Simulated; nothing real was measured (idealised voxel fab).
This section sets out a process module, namely voxel fin reveal.
Square cells of 5 nm make up the cross-section cut, whose width is 200 nm.
Throughout this document, each cross-section is represented as a grid of square cells and is presented as a sequence of bands enumerated from the top downward, where a band comprises one or more rows of cells.
In this notation a band is specified by the heights of its top and bottom, in that order and in nm, after which its materials appear from left to right, each paired with its width in nm. The word "edge to edge" attached to a single material means that material fills the band from edge to edge; the word "blank" stands for empty space.
Ref level 0: as-received wafer is one material below here. Bottom band extends down with no lower bound ("0 and below").
The width entry "30 to 40" should be interpreted row by row: the top row of cells in the band takes the first number, the bottom row takes the second number, and the change between adjacent rows is uniform throughout.
Where the words "nothing was modified" appear for a step, the cross-section shows no cell changed by that step; every cell remained as before.
In "Enclosed internal voids" the enclosed voids are listed, meaning empty spaces of 8 cells or larger without any opening to the top. The form is width x height at distance, distance from the left edge, units nm.
On a step's line, text after the settings is the simulator commenting on that step.
When a step includes a mask, the "overlay nm" setting on its line states how far to the right of its planned place that mask lay, and negative values state how far to the left.

Planned step list for the process
1) RECEIVE (material Si)
2) CONFORMAL_DEP (material SiN; thk nm 10)
3) MASKED_ETCH (tone cover; mask id FINS; width nm 15; pitch nm 45; etch materials SiN; depth nm 10; overlay nm 0)
4) MASKED_ETCH (tone cover; mask id FINS; width nm 15; pitch nm 45; etch materials Si; depth nm 40; overlay nm 0)
5) OXIDIZE (depth nm 5)
6) FILL_DEP (material SiO2; thk nm 10)
7) CMP (height nm 10)
8) SELECTIVE_ETCH (etch materials SiO2; depth nm 40)
9) STRIP (etch materials SiN)

Shown in cross-section is the wafer as received, that is, as it stands after step 1
* 0 and below: Si edge to edge
* Enclosed internal voids: none

Post-module cross-section: identical start and plan to those above, one misstep in execution
* 10 down to 0: blank 70 nm; SiN 15 nm; blank 30 nm; SiN 15 nm; blank 70 nm
* 0 down to -45: blank 75 nm; Si 5 nm; blank 40 nm; Si 5 nm; blank 75 nm
* -45 and below: Si edge to edge
* Enclosed internal voids: none
Error vs. plan: step 9 was not run as planned; what actually ran was STRIP (etch materials SiO2)
